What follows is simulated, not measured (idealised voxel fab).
The process module that follows is named voxel gate over fins.
235 nm wide, 5 nm square cells: that's cross-section cut.
Reading order for cross-sections: top band down to bottom band. Underlying form: a grid of square cells. Band size: one or more rows of cells. Look at the band entry: it leads with the top's height and the bottom's height in nm. Then it lists the materials left to right, with a width in nm for each. The word "full width" on a single material says that material fills the band edge to edge. The word "air" is empty space. Measure heights from 0. That's the level where, below it, the as-received wafer is all one material. The lowest band is bottomless and extends downward; write it as in "0 -> down". Per-row width for "30->40": begins at first number (top row of band), ends at second number (bottom row), increment between rows held constant. "everything unchanged", as given for a step, is the statement that not any cell of the cross-section underwent a change during that step. "Sealed-off cavities" contains a list of empty spaces, each no smaller than 8 cells and without an open way to the top, written in the form width x height at distance with the distance from the left edge and all three in nm. If you see something after the settings on a step's line, that's the simulator's own remark about that step. Regarding "overlay nm": on a step with a mask, it is the distance the mask lay to the right of its planned place; a negative value places it to the left. Layout of what follows: cross-section pairs, each bracketing one process step, the after cross-section shown only to the lowest band that changed, the step between and its settings noted under each pair. Pairs may originate in different runs of this module on the same starting wafer; a pair continues from the pair above only where its entry headed "Incoming structure" says so.
[Incoming structure]
	5 -> 0  SiO2: 85, then SiN: 15, then SiO2: 35, then SiN: 15, then SiO2: 85
	0 -> -15  SiO2: 85, then Si: 15, then SiO2: 35, then Si: 15, then SiO2: 85
	-15 -> -20  SiO2: 85, then Si: 15, then SiO2: 10, then TiN: 5, then Ru: 5, then TiN: 5, then SiO2: 10, then Si: 15, then SiO2: 85
	-20 -> -25  SiO2: 85, then Si: 15, then SiO2: 10, then TiN: 15, then SiO2: 10, then Si: 15, then SiO2: 85
	-25 -> down  Si full width
	Sealed-off cavities: none
[Result of Step]
	5 -> 0  air: 85, then SiN: 15, then air: 35, then SiN: 15, then air: 85
	0 -> -10  air: 85, then Si: 15, then air: 35, then Si: 15, then air: 85
	Below a height of -10, the structure has not been altered.
	Sealed-off cavities: none
Process step (between the before and after cross-sections above): SELECTIVE_ETCH with etch materials SiO2, depth nm 15
Incoming structure: see preceding pair, after cross-section.
[Result of Step]
	0 -> -10  air: 85, then Si: 15, then air: 35, then Si: 15, then air: 85
	Below a height of -10, the structure has not been altered.
	Sealed-off cavities: none
Process step (between the before and after cross-sections above): STRIP with etch materials SiN
Incoming structure: see preceding pair, after cross-section.
[Result of Step]
	5 -> 0  air: 80, then HfO2: 25, then air: 25, then HfO2: 25, then air: 80
	0 -> -5  air: 80, then HfO2: 5, then Si: 15, then HfO2: 5, then air: 25, then HfO2: 5, then Si: 15, then HfO2: 5, then air: 80
	-5 -> -10  HfO2: 85, then Si: 15, then HfO2: 35, then Si: 15, then HfO2: 85
	Below a height of -10, the structure has not been altered.
	Sealed-off cavities: none
Process step (between the before and after cross-sections above): CONFORMAL_DEP with material HfO2, thk nm 5
Incoming structure: see preceding pair, after cross-section.
[Result of Step]
	10 -> 5  air: 75, then TiN: 35, then air: 15, then TiN: 35, then air: 75
	5 -> 0  air: 75, then TiN: 5, then HfO2: 25, then TiN: 5, then air: 15, then TiN: 5, then HfO2: 25, then TiN: 5, then air: 75
	0 -> -5  TiN: 80, then HfO2: 5, then Si: 15, then HfO2: 5, then TiN: 25, then HfO2: 5, then Si: 15, then HfO2: 5, then TiN: 80
	Below a height of -5, the structure has not been altered.
	Sealed-off cavities: none
Process step (between the before and after cross-sections above): CONFORMAL_DEP with material TiN, thk nm 5
Incoming structure: see preceding pair, after cross-section.
[Result of Step]
	15 -> 10  air: 70, then TiAl: 45, then air: 5, then TiAl: 45, then air: 70
	10 -> 5  air: 70, then TiAl: 5, then TiN: 35, then TiAl: 5, then air: 5, then TiAl: 5, then TiN: 35, then TiAl: 5, then air: 70
	5 -> 0  TiAl: 75, then TiN: 5, then HfO2: 25, then TiN: 5, then TiAl: 15, then TiN: 5, then HfO2: 25, then TiN: 5, then TiAl: 75
	Below a height of 0, the structure has not been altered.
	Sealed-off cavities: none
Process step (between the before and after cross-sections above): CONFORMAL_DEP with material TiAl, thk nm 5
Incoming structure: see preceding pair, after cross-section.
[Result of Step]
	20 -> 15  air: 65, then TiN: 105, then air: 65
	15 -> 10  air: 65, then TiN: 5, then TiAl: 45, then TiN: 5, then TiAl: 45, then TiN: 5, then air: 65
	10 -> 5  TiN: 70, then TiAl: 5, then TiN: 35, then TiAl: 5, then TiN: 5, then TiAl: 5, then TiN: 35, then TiAl: 5, then TiN: 70
	Below a height of 5, the structure has not been altered.
	Sealed-off cavities: none
Process step (between the before and after cross-sections above): CONFORMAL_DEP with material TiN, thk nm 5
Incoming structure: see preceding pair, after cross-section.
[Result of Step]
	35 -> 20  W full width
	20 -> 15  W: 65, then TiN: 105, then W: 65
	15 -> 10  W: 65, then TiN: 5, then TiAl: 45, then TiN: 5, then TiAl: 45, then TiN: 5, then W: 65
	Below a height of 10, the structure has not been altered.
	Sealed-off cavities: none
Process step (between the before and after cross-sections above): FILL_DEP with material W, thk nm 15
Incoming structure: see preceding pair, after cross-section.
[Result of Step]
	30 -> 20  W full width
	Below a height of 20, the structure has not been altered.
	Sealed-off cavities: none
Process step (between the before and after cross-sections above): CMP with height nm 30
Incoming structure: see preceding pair, after cross-section.
[Result of Step]
	40 -> 30  SiN full width
	Below a height of 30, the structure has not been altered.
	Sealed-off cavities: none
Process step (between the before and after cross-sections above): CONFORMAL_DEP with material SiN, thk nm 10
[Incoming structure]
	5 -> 0  SiO2: 85, then SiN: 15, then SiO2: 35, then SiN: 15, then SiO2: 85
	0 -> -30  SiO2: 85, then Si: 15, then SiO2: 35, then Si: 15, then SiO2: 85
	-30 -> down  Si full width
	Sealed-off cavities: none
[Result of Step]
	25 -> 5  resist: 110, then air: 20, then resist: 105
	Below a height of 5, the structure has not been altered.
	Sealed-off cavities: none
Process step (between the before and after cross-sections above): PATTERN with tone open, mask id RAIL, material resist, width nm 20, thk nm 20, overlay nm 0
Incoming structure: see preceding pair, after cross-section.
[Result of Step]
	25 -> 5  resist: 110, then air: 20, then resist: 105
	5 -> 0  SiO2: 85, then SiN: 15, then SiO2: 10, then air: 20, then SiO2: 5, then SiN: 15, then SiO2: 85
	0 -> -25  SiO2: 85, then Si: 15, then SiO2: 10, then air: 20, then SiO2: 5, then Si: 15, then SiO2: 85
	Below a height of -25, the structure has not been altered.
	Sealed-off cavities: none
Process step (between the before and after cross-sections above): DIRECTIONAL_ETCH with etch materials SiO2, depth nm 30
Incoming structure: see preceding pair, after cross-section.
[Result of Step]
	5 -> 0  SiO2: 85, then SiN: 15, then SiO2: 10, then air: 20, then SiO2: 5, then SiN: 15, then SiO2: 85
	Below a height of 0, the structure has not been altered.
	Sealed-off cavities: none
Process step (between the before and after cross-sections above): STRIP with etch materials resist
Incoming structure: see preceding pair, after cross-section.
[Result of Step]
	10 -> 5  TiN: 115, then air: 10, then TiN: 110
	5 -> 0  SiO2: 85, then SiN: 15, then SiO2: 10, then TiN: 5, then air: 10, then TiN: 5, then SiO2: 5, then SiN: 15, then SiO2: 85
	0 -> -20  SiO2: 85, then Si: 15, then SiO2: 10, then TiN: 5, then air: 10, then TiN: 5, then SiO2: 5, then Si: 15, then SiO2: 85
	-20 -> -25  SiO2: 85, then Si: 15, then SiO2: 10, then TiN: 20, then SiO2: 5, then Si: 15, then SiO2: 85
	Below a height of -25, the structure has not been altered.
	Sealed-off cavities: none
Process step (between the before and after cross-sections above): CONFORMAL_DEP with material TiN, thk nm 5
Incoming structure: see preceding pair, after cross-section.
[Result of Step]
	15 -> 10  Ru full width
	10 -> 5  TiN: 115, then Ru: 10, then TiN: 110
	5 -> 0  SiO2: 85, then SiN: 15, then SiO2: 10, then TiN: 5, then Ru: 10, then TiN: 5, then SiO2: 5, then SiN: 15, then SiO2: 85
	0 -> -20  SiO2: 85, then Si: 15, then SiO2: 10, then TiN: 5, then Ru: 10, then TiN: 5, then SiO2: 5, then Si: 15, then SiO2: 85
	Below a height of -20, the structure has not been altered.
	Sealed-off cavities: none
Process step (between the before and after cross-sections above): FILL_DEP with material Ru, thk nm 5
Incoming structure: see preceding pair, after cross-section.
[Result of Step]
	5 -> 0  SiO2: 85, then SiN: 15, then SiO2: 10, then TiN: 5, then Ru: 10, then TiN: 5, then SiO2: 5, then SiN: 15, then SiO2: 85
	Below a height of 0, the structure has not been altered.
	Sealed-off cavities: none
Process step (between the before and after cross-sections above): CMP with height nm 5
Incoming structure: see preceding pair, after cross-section.
[Result of Step]
	5 -> 0  SiO2: 85, then SiN: 15, then SiO2: 10, then air: 20, then SiO2: 5, then SiN: 15, then SiO2: 85
	0 -> -15  SiO2: 85, then Si: 15, then SiO2: 10, then air: 20, then SiO2: 5, then Si: 15, then SiO2: 85
	Below a height of -15, the structure has not been altered.
	Sealed-off cavities: none
Process step (between the before and after cross-sections above): SELECTIVE_ETCH with etch materials W Ru TiN, depth nm 20
Incoming structure: see preceding pair, after cross-section.
[Result of Step]
	10 -> 5  SiO2 full width
	5 -> 0  SiO2: 85, then SiN: 15, then SiO2: 35, then SiN: 15, then SiO2: 85
	0 -> -15  SiO2: 85, then Si: 15, then SiO2: 35, then Si: 15, then SiO2: 85
	Below a height of -15, the structure has not been altered.
	Sealed-off cavities: none
Process step (between the before and after cross-sections above): FILL_DEP with material SiO2, thk nm 5
Incoming structure: see preceding pair, after cross-section.
[Result of Step]
	5 -> 0  SiO2: 85, then SiN: 15, then SiO2: 35, then SiN: 15, then SiO2: 85
	Below a height of 0, the structure has not been altered.
	Sealed-off cavities: none
Process step (between the before and after cross-sections above): CMP with height nm 5
Incoming structure: see preceding pair, after cross-section.
[Result of Step]
	5 -> 0  air: 85, then SiN: 15, then air: 35, then SiN: 15, then air: 85
	0 -> -10  air: 85, then Si: 15, then air: 35, then Si: 15, then air: 85
	Below a height of -10, the structure has not been altered.
	Sealed-off cavities: none
Process step (between the before and after cross-sections above): SELECTIVE_ETCH with etch materials SiO2, depth nm 15
Incoming structure: see preceding pair, after cross-section.
[Result of Step]
	0 -> -10  air: 85, then Si: 15, then air: 35, then Si: 15, then air: 85
	Below a height of -10, the structure has not been altered.
	Sealed-off cavities: none
Process step (between the before and after cross-sections above): STRIP with etch materials SiN
Incoming structure: see preceding pair, after cross-section.
[Result of Step]
	5 -> 0  air: 80, then HfO2: 25, then air: 25, then HfO2: 25, then air: 80
	0 -> -5  air: 80, then HfO2: 5, then Si: 15, then HfO2: 5, then air: 25, then HfO2: 5, then Si: 15, then HfO2: 5, then air: 80
	-5 -> -10  HfO2: 85, then Si: 15, then HfO2: 35, then Si: 15, then HfO2: 85
	Below a height of -10, the structure has not been altered.
	Sealed-off cavities: none
Process step (between the before and after cross-sections above): CONFORMAL_DEP with material HfO2, thk nm 5
Incoming structure: see preceding pair, after cross-section.
[Result of Step]
	10 -> 5  air: 75, then TiN: 35, then air: 15, then TiN: 35, then air: 75
	5 -> 0  air: 75, then TiN: 5, then HfO2: 25, then TiN: 5, then air: 15, then TiN: 5, then HfO2: 25, then TiN: 5, then air: 75
	0 -> -5  TiN: 80, then HfO2: 5, then Si: 15, then HfO2: 5, then TiN: 25, then HfO2: 5, then Si: 15, then HfO2: 5, then TiN: 80
	Below a height of -5, the structure has not been altered.
	Sealed-off cavities: none
Process step (between the before and after cross-sections above): CONFORMAL_DEP with material TiN, thk nm 5
Incoming structure: see preceding pair, after cross-section.
[Result of Step]
	15 -> 10  air: 70, then TiAl: 45, then air: 5, then TiAl: 45, then air: 70
	10 -> 5  air: 70, then TiAl: 5, then TiN: 35, then TiAl: 5, then air: 5, then TiAl: 5, then TiN: 35, then TiAl: 5, then air: 70
	5 -> 0  TiAl: 75, then TiN: 5, then HfO2: 25, then TiN: 5, then TiAl: 15, then TiN: 5, then HfO2: 25, then TiN: 5, then TiAl: 75
	Below a height of 0, the structure has not been altered.
	Sealed-off cavities: none
Process step (between the before and after cross-sections above): CONFORMAL_DEP with material TiAl, thk nm 5
Incoming structure: see preceding pair, after cross-section.
[Result of Step]
	20 -> 15  air: 65, then TiN: 105, then air: 65
	15 -> 10  air: 65, then TiN: 5, then TiAl: 45, then TiN: 5, then TiAl: 45, then TiN: 5, then air: 65
	10 -> 5  TiN: 70, then TiAl: 5, then TiN: 35, then TiAl: 5, then TiN: 5, then TiAl: 5, then TiN: 35, then TiAl: 5, then TiN: 70
	Below a height of 5, the structure has not been altered.
	Sealed-off cavities: none
Process step (between the before and after cross-sections above): CONFORMAL_DEP with material TiN, thk nm 5
Incoming structure: see preceding pair, after cross-section.
[Result of Step]
	35 -> 20  W full width
	20 -> 15  W: 65, then TiN: 105, then W: 65
	15 -> 10  W: 65, then TiN: 5, then TiAl: 45, then TiN: 5, then TiAl: 45, then TiN: 5, then W: 65
	Below a height of 10, the structure has not been altered.
	Sealed-off cavities: none
Process step (between the before and after cross-sections above): FILL_DEP with material W, thk nm 15
Incoming structure: see preceding pair, after cross-section.
[Result of Step]
	30 -> 20  W full width
	Below a height of 20, the structure has not been altered.
	Sealed-off cavities: none
Process step (between the before and after cross-sections above): CMP with height nm 30
Incoming structure: see preceding pair, after cross-section.
[Result of Step]
	40 -> 30  SiN full width
	Below a height of 30, the structure has not been altered.
	Sealed-off cavities: none
Process step (between the before and after cross-sections above): CONFORMAL_DEP with material SiN, thk nm 10
[Incoming structure]
	5 -> 0  SiO2: 85, then SiN: 15, then SiO2: 35, then SiN: 15, then SiO2: 85
	0 -> -30  SiO2: 85, then Si: 15, then SiO2: 35, then Si: 15, then SiO2: 85
	-30 -> down  Si full width
	Sealed-off cavities: none
[Result of Step]
	25 -> 5  resist: 115, then air: 15, then resist: 105
	Below a height of 5, the structure has not been altered.
	Sealed-off cavities: none
Process step (between the before and after cross-sections above): PATTERN with tone open, mask id RAIL, material resist, width nm 15, thk nm 20, overlay nm 5
Incoming structure: see preceding pair, after cross-section.
[Result of Step]
	25 -> 5  resist: 115, then air: 15, then resist: 105
	5 -> 0  SiO2: 85, then SiN: 15, then SiO2: 15, then air: 15, then SiO2: 5, then SiN: 15, then SiO2: 85
	0 -> -25  SiO2: 85, then Si: 15, then SiO2: 15, then air: 15, then SiO2: 5, then Si: 15, then SiO2: 85
	Below a height of -25, the structure has not been altered.
	Sealed-off cavities: none
Process step (between the before and after cross-sections above): DIRECTIONAL_ETCH with etch materials SiO2, depth nm 30
Incoming structure: see preceding pair, after cross-section.
[Result of Step]
	5 -> 0  SiO2: 85, then SiN: 15, then SiO2: 15, then air: 15, then SiO2: 5, then SiN: 15, then SiO2: 85
	Below a height of 0, the structure has not been altered.
	Sealed-off cavities: none
Process step (between the before and after cross-sections above): STRIP with etch materials resist
Incoming structure: see preceding pair, after cross-section.
[Result of Step]
	10 -> 5  TiN: 120, then air: 5, then TiN: 110
	5 -> 0  SiO2: 85, then SiN: 15, then SiO2: 15, then TiN: 5, then air: 5, then TiN: 5, then SiO2: 5, then SiN: 15, then SiO2: 85
	0 -> -20  SiO2: 85, then Si: 15, then SiO2: 15, then TiN: 5, then air: 5, then TiN: 5, then SiO2: 5, then Si: 15, then SiO2: 85
	-20 -> -25  SiO2: 85, then Si: 15, then SiO2: 15, then TiN: 15, then SiO2: 5, then Si: 15, then SiO2: 85
	Below a height of -25, the structure has not been altered.
	Sealed-off cavities: none
Process step (between the before and after cross-sections above): CONFORMAL_DEP with material TiN, thk nm 5
Incoming structure: see preceding pair, after cross-section.
[Result of Step]
	15 -> 10  Ru full width
	10 -> 5  TiN: 120, then Ru: 5, then TiN: 110
	5 -> 0  SiO2: 85, then SiN: 15, then SiO2: 15, then TiN: 5, then Ru: 5, then TiN: 5, then SiO2: 5, then SiN: 15, then SiO2: 85
	0 -> -20  SiO2: 85, then Si: 15, then SiO2: 15, then TiN: 5, then Ru: 5, then TiN: 5, then SiO2: 5, then Si: 15, then SiO2: 85
	Below a height of -20, the structure has not been altered.
	Sealed-off cavities: none
Process step (between the before and after cross-sections above): FILL_DEP with material Ru, thk nm 5
Incoming structure: see preceding pair, after cross-section.
[Result of Step]
	5 -> 0  SiO2: 85, then SiN: 15, then SiO2: 15, then TiN: 5, then Ru: 5, then TiN: 5, then SiO2: 5, then SiN: 15, then SiO2: 85
	Below a height of 0, the structure has not been altered.
	Sealed-off cavities: none
Process step (between the before and after cross-sections above): CMP with height nm 5
Incoming structure: see preceding pair, after cross-section.
[Result of Step]
	5 -> 0  SiO2: 85, then SiN: 15, then SiO2: 15, then air: 15, then SiO2: 5, then SiN: 15, then SiO2: 85
	0 -> -15  SiO2: 85, then Si: 15, then SiO2: 15, then air: 15, then SiO2: 5, then Si: 15, then SiO2: 85
	Below a height of -15, the structure has not been altered.
	Sealed-off cavities: none
Process step (between the before and after cross-sections above): SELECTIVE_ETCH with etch materials W Ru TiN, depth nm 20
Incoming structure: see preceding pair, after cross-section.
[Result of Step]
	10 -> 5  SiO2 full width
	5 -> 0  SiO2: 85, then SiN: 15, then SiO2: 35, then SiN: 15, then SiO2: 85
	0 -> -15  SiO2: 85, then Si: 15, then SiO2: 35, then Si: 15, then SiO2: 85
	Below a height of -15, the structure has not been altered.
	Sealed-off cavities: none
Process step (between the before and after cross-sections above): FILL_DEP with material SiO2, thk nm 5
Incoming structure: see preceding pair, after cross-section.
[Result of Step]
	5 -> 0  SiO2: 85, then SiN: 15, then SiO2: 35, then SiN: 15, then SiO2: 85
	Below a height of 0, the structure has not been altered.
	Sealed-off cavities: none
Process step (between the before and after cross-sections above): CMP with height nm 5
Incoming structure: see preceding pair, after cross-section.
[Result of Step]
	5 -> 0  air: 85, then SiN: 15, then air: 35, then SiN: 15, then air: 85
	0 -> -10  air: 85, then Si: 15, then air: 35, then Si: 15, then air: 85
	Below a height of -10, the structure has not been altered.
	Sealed-off cavities: none
Process step (between the before and after cross-sections above): SELECTIVE_ETCH with etch materials SiO2, depth nm 15
Incoming structure: see preceding pair, after cross-section.
[Result of Step]
	0 -> -10  air: 85, then Si: 15, then air: 35, then Si: 15, then air: 85
	Below a height of -10, the structure has not been altered.
	Sealed-off cavities: none
Process step (between the before and after cross-sections above): STRIP with etch materials SiN
Incoming structure: see preceding pair, after cross-section.
[Result of Step]
	5 -> 0  air: 80, then HfO2: 25, then air: 25, then HfO2: 25, then air: 80
	0 -> -5  air: 80, then HfO2: 5, then Si: 15, then HfO2: 5, then air: 25, then HfO2: 5, then Si: 15, then HfO2: 5, then air: 80
	-5 -> -10  HfO2: 85, then Si: 15, then HfO2: 35, then Si: 15, then HfO2: 85
	Below a height of -10, the structure has not been altered.
	Sealed-off cavities: none
Process step (between the before and after cross-sections above): CONFORMAL_DEP with material HfO2, thk nm 5
Incoming structure: see preceding pair, after cross-section.
[Result of Step]
	10 -> 5  air: 75, then TiN: 35, then air: 15, then TiN: 35, then air: 75
	5 -> 0  air: 75, then TiN: 5, then HfO2: 25, then TiN: 5, then air: 15, then TiN: 5, then HfO2: 25, then TiN: 5, then air: 75
	0 -> -5  TiN: 80, then HfO2: 5, then Si: 15, then HfO2: 5, then TiN: 25, then HfO2: 5, then Si: 15, then HfO2: 5, then TiN: 80
	Below a height of -5, the structure has not been altered.
	Sealed-off cavities: none
Process step (between the before and after cross-sections above): CONFORMAL_DEP with material TiN, thk nm 5
Incoming structure: see preceding pair, after cross-section.
[Result of Step]
	15 -> 10  air: 70, then TiAl: 45, then air: 5, then TiAl: 45, then air: 70
	10 -> 5  air: 70, then TiAl: 5, then TiN: 35, then TiAl: 5, then air: 5, then TiAl: 5, then TiN: 35, then TiAl: 5, then air: 70
	5 -> 0  TiAl: 75, then TiN: 5, then HfO2: 25, then TiN: 5, then TiAl: 15, then TiN: 5, then HfO2: 25, then TiN: 5, then TiAl: 75
	Below a height of 0, the structure has not been altered.
	Sealed-off cavities: none
Process step (between the before and after cross-sections above): CONFORMAL_DEP with material TiAl, thk nm 5
Incoming structure: see preceding pair, after cross-section.
[Result of Step]
	20 -> 15  air: 65, then TiN: 105, then air: 65
	15 -> 10  air: 65, then TiN: 5, then TiAl: 45, then TiN: 5, then TiAl: 45, then TiN: 5, then air: 65
	10 -> 5  TiN: 70, then TiAl: 5, then TiN: 35, then TiAl: 5, then TiN: 5, then TiAl: 5, then TiN: 35, then TiAl: 5, then TiN: 70
	Below a height of 5, the structure has not been altered.
	Sealed-off cavities: none
Process step (between the before and after cross-sections above): CONFORMAL_DEP with material TiN, thk nm 5
Incoming structure: see preceding pair, after cross-section.
[Result of Step]
	35 -> 20  W full width
	20 -> 15  W: 65, then TiN: 105, then W: 65
	15 -> 10  W: 65, then TiN: 5, then TiAl: 45, then TiN: 5, then TiAl: 45, then TiN: 5, then W: 65
	Below a height of 10, the structure has not been altered.
	Sealed-off cavities: none
Process step (between the before and after cross-sections above): FILL_DEP with material W, thk nm 15
Incoming structure: see preceding pair, after cross-section.
[Result of Step]
	30 -> 20  W full width
	Below a height of 20, the structure has not been altered.
	Sealed-off cavities: none
Process step (between the before and after cross-sections above): CMP with height nm 30
Incoming structure: see preceding pair, after cross-section.
[Result of Step]
	40 -> 30  SiN full width
	Below a height of 30, the structure has not been altered.
	Sealed-off cavities: none
Process step (between the before and after cross-sections above): CONFORMAL_DEP with material SiN, thk nm 10
[Incoming structure]
	5 -> 0  SiO2: 85, then SiN: 15, then SiO2: 10, then air: 15, then SiO2: 10, then SiN: 15, then SiO2: 85
	0 -> -15  SiO2: 85, then Si: 15, then SiO2: 10, then air: 15, then SiO2: 10, then Si: 15, then SiO2: 85
	-15 -> -20  SiO2: 85, then Si: 15, then SiO2: 10, then TiN: 5, then Ru: 5, then TiN: 5, then SiO2: 10, then Si: 15, then SiO2: 85
	-20 -> -25  SiO2: 85, then Si: 15, then SiO2: 10, then TiN: 15, then SiO2: 10, then Si: 15, then SiO2: 85
	-25 -> -30  SiO2: 85, then Si: 15, then SiO2: 35, then Si: 15, then SiO2: 85
	-30 -> down  Si full width
	Sealed-off cavities: none
[Result of Step]
	10 -> 5  HfO2 full width
	5 -> 0  SiO2: 85, then SiN: 15, then SiO2: 10, then HfO2: 15, then SiO2: 10, then SiN: 15, then SiO2: 85
	0 -> -15  SiO2: 85, then Si: 15, then SiO2: 10, then HfO2: 15, then SiO2: 10, then Si: 15, then SiO2: 85
	Below a height of -15, the structure has not been altered.
	Sealed-off cavities: none
Process step (between the before and after cross-sections above): FILL_DEP with material HfO2, thk nm 5
Incoming structure: see preceding pair, after cross-section.
[Result of Step]
	5 -> 0  SiO2: 85, then SiN: 15, then SiO2: 10, then HfO2: 15, then SiO2: 10, then SiN: 15, then SiO2: 85
	Below a height of 0, the structure has not been altered.
	Sealed-off cavities: none
Process step (between the before and after cross-sections above): CMP with height nm 5
Incoming structure: see preceding pair, after cross-section.
[Result of Step]
	5 -> 0  air: 85, then SiN: 15, then air: 10, then HfO2: 15, then air: 10, then SiN: 15, then air: 85
	0 -> -10  air: 85, then Si: 15, then air: 10, then HfO2: 15, then air: 10, then Si: 15, then air: 85
	Below a height of -10, the structure has not been altered.
	Sealed-off cavities: none
Process step (between the before and after cross-sections above): SELECTIVE_ETCH with etch materials SiO2, depth nm 15
Incoming structure: see preceding pair, after cross-section.
[Result of Step]
	5 -> 0  air: 110, then HfO2: 15, then air: 110
	Below a height of 0, the structure has not been altered.
	Sealed-off cavities: none
Process step (between the before and after cross-sections above): STRIP with etch materials SiN
Incoming structure: see preceding pair, after cross-section.
[Result of Step]
	10 -> 0  air: 105->80, then HfO2: 25->75, then air: 105->80
	0 -> -5  air: 80, then HfO2: 5, then Si: 15, then HfO2: 35, then Si: 15, then HfO2: 5, then air: 80
	-5 -> -10  HfO2: 85, then Si: 15, then HfO2: 35, then Si: 15, then HfO2: 85
	Below a height of -10, the structure has not been altered.
	Sealed-off cavities: none
Process step (between the before and after cross-sections above): CONFORMAL_DEP with material HfO2, thk nm 5
Incoming structure: see preceding pair, after cross-section.
[Result of Step]
	15 -> 10  air: 100, then TiN: 35, then air: 100
	10 -> 0  air: 75, then TiN: 30->5, then HfO2: 25->75, then TiN: 30->5, then air: 75
	0 -> -5  TiN: 80, then HfO2: 5, then Si: 15, then HfO2: 35, then Si: 15, then HfO2: 5, then TiN: 80
	Below a height of -5, the structure has not been altered.
	Sealed-off cavities: none
Process step (between the before and after cross-sections above): CONFORMAL_DEP with material TiN, thk nm 5
Incoming structure: see preceding pair, after cross-section.
[Result of Step]
	20 -> 15  air: 95, then TiAl: 45, then air: 95
	15 -> 10  air: 70, then TiAl: 30, then TiN: 35, then TiAl: 30, then air: 70
	10 -> 5  air: 70, then TiAl: 5, then TiN: 30, then HfO2: 25, then TiN: 30, then TiAl: 5, then air: 70
	5 -> 0  TiAl: 75, then TiN: 5, then HfO2: 75, then TiN: 5, then TiAl: 75
	Below a height of 0, the structure has not been altered.
	Sealed-off cavities: none
Process step (between the before and after cross-sections above): CONFORMAL_DEP with material TiAl, thk nm 5
Incoming structure: see preceding pair, after cross-section.
[Result of Step]
	25 -> 20  air: 90, then TiN: 55, then air: 90
	20 -> 15  air: 65, then TiN: 30, then TiAl: 45, then TiN: 30, then air: 65
	15 -> 10  air: 65, then TiN: 5, then TiAl: 30, then TiN: 35, then TiAl: 30, then TiN: 5, then air: 65
	10 -> 5  TiN: 70, then TiAl: 5, then TiN: 30, then HfO2: 25, then TiN: 30, then TiAl: 5, then TiN: 70
	Below a height of 5, the structure has not been altered.
	Sealed-off cavities: none
Process step (between the before and after cross-sections above): CONFORMAL_DEP with material TiN, thk nm 5
Incoming structure: see preceding pair, after cross-section.
[Result of Step]
	40 -> 25  W full width
	25 -> 20  W: 90, then TiN: 55, then W: 90
	20 -> 15  W: 65, then TiN: 30, then TiAl: 45, then TiN: 30, then W: 65
	15 -> 10  W: 65, then TiN: 5, then TiAl: 30, then TiN: 35, then TiAl: 30, then TiN: 5, then W: 65
	Below a height of 10, the structure has not been altered.
	Sealed-off cavities: none
Process step (between the before and after cross-sections above): FILL_DEP with material W, thk nm 15
Incoming structure: see preceding pair, after cross-section.
[Result of Step]
	30 -> 25  W full width
	Below a height of 25, the structure has not been altered.
	Sealed-off cavities: none
Process step (between the before and after cross-sections above): CMP with height nm 30
Incoming structure: see preceding pair, after cross-section.
[Result of Step]
	40 -> 30  SiN full width
	Below a height of 30, the structure has not been altered.
	Sealed-off cavities: none
Process step (between the before and after cross-sections above): CONFORMAL_DEP with material SiN, thk nm 10
[Incoming structure]
	5 -> 0  SiO2: 85, then SiN: 15, then SiO2: 35, then SiN: 15, then SiO2: 85
	0 -> -30  SiO2: 85, then Si: 15, then SiO2: 35, then Si: 15, then SiO2: 85
	-30 -> down  Si full width
	Sealed-off cavities: none
[Result of Step]
	25 -> 5  air: 110, then resist: 15, then air: 110
	Below a height of 5, the structure has not been altered.
	Sealed-off cavities: none
Process step (between the before and after cross-sections above): PATTERN with tone cover, mask id RAIL, material resist, width nm 15, thk nm 20, overlay nm 0
Incoming structure: see preceding pair, after cross-section.
[Result of Step]
	25 -> 5  air: 110, then resist: 15, then air: 110
	5 -> 0  air: 85, then SiN: 15, then air: 10, then SiO2: 15, then air: 10, then SiN: 15, then air: 85
	0 -> -25  air: 85, then Si: 15, then air: 10, then SiO2: 15, then air: 10, then Si: 15, then air: 85
	Below a height of -25, the structure has not been altered.
	Sealed-off cavities: none
Process step (between the before and after cross-sections above): DIRECTIONAL_ETCH with etch materials SiO2, depth nm 30
Incoming structure: see preceding pair, after cross-section.
[Result of Step]
	5 -> 0  air: 85, then SiN: 15, then air: 10, then SiO2: 15, then air: 10, then SiN: 15, then air: 85
	Below a height of 0, the structure has not been altered.
	Sealed-off cavities: none
Process step (between the before and after cross-sections above): STRIP with etch materials resist
Incoming structure: see preceding pair, after cross-section.
[Result of Step]
	10 -> 5  air: 80, then TiN: 75, then air: 80
	5 -> 0  air: 80, then TiN: 5, then SiN: 15, then TiN: 10, then SiO2: 15, then TiN: 10, then SiN: 15, then TiN: 5, then air: 80
	0 -> -20  air: 80, then TiN: 5, then Si: 15, then TiN: 10, then SiO2: 15, then TiN: 10, then Si: 15, then TiN: 5, then air: 80
	-20 -> -25  TiN: 85, then Si: 15, then TiN: 10, then SiO2: 15, then TiN: 10, then Si: 15, then TiN: 85
	Below a height of -25, the structure has not been altered.
	Sealed-off cavities: none
Process step (between the before and after cross-sections above): CONFORMAL_DEP with material TiN, thk nm 5
Incoming structure: see preceding pair, after cross-section.
[Result of Step]
	15 -> 10  Ru full width
	10 -> 5  Ru: 80, then TiN: 75, then Ru: 80
	5 -> 0  Ru: 80, then TiN: 5, then SiN: 15, then TiN: 10, then SiO2: 15, then TiN: 10, then SiN: 15, then TiN: 5, then Ru: 80
	0 -> -20  Ru: 80, then TiN: 5, then Si: 15, then TiN: 10, then SiO2: 15, then TiN: 10, then Si: 15, then TiN: 5, then Ru: 80
	Below a height of -20, the structure has not been altered.
	Sealed-off cavities: none
Process step (between the before and after cross-sections above): FILL_DEP with material Ru, thk nm 5
Incoming structure: see preceding pair, after cross-section.
[Result of Step]
	5 -> 0  Ru: 80, then TiN: 5, then SiN: 15, then TiN: 10, then SiO2: 15, then TiN: 10, then SiN: 15, then TiN: 5, then Ru: 80
	Below a height of 0, the structure has not been altered.
	Sealed-off cavities: none
Process step (between the before and after cross-sections above): CMP with height nm 5
Incoming structure: see preceding pair, after cross-section.
[Result of Step]
	5 -> 0  air: 85, then SiN: 15, then air: 10, then SiO2: 15, then air: 10, then SiN: 15, then air: 85
	0 -> -15  air: 85, then Si: 15, then air: 10, then SiO2: 15, then air: 10, then Si: 15, then air: 85
	Below a height of -15, the structure has not been altered.
	Sealed-off cavities: none
Process step (between the before and after cross-sections above): SELECTIVE_ETCH with etch materials W Ru TiN, depth nm 20
Incoming structure: see preceding pair, after cross-section.
[Result of Step]
	10 -> 5  SiO2 full width
	5 -> 0  SiO2: 85, then SiN: 15, then SiO2: 35, then SiN: 15, then SiO2: 85
	0 -> -15  SiO2: 85, then Si: 15, then SiO2: 35, then Si: 15, then SiO2: 85
	Below a height of -15, the structure has not been altered.
	Sealed-off cavities: none
Process step (between the before and after cross-sections above): FILL_DEP with material SiO2, thk nm 5
Incoming structure: see preceding pair, after cross-section.
[Result of Step]
	5 -> 0  SiO2: 85, then SiN: 15, then SiO2: 35, then SiN: 15, then SiO2: 85
	Below a height of 0, the structure has not been altered.
	Sealed-off cavities: none
Process step (between the before and after cross-sections above): CMP with height nm 5
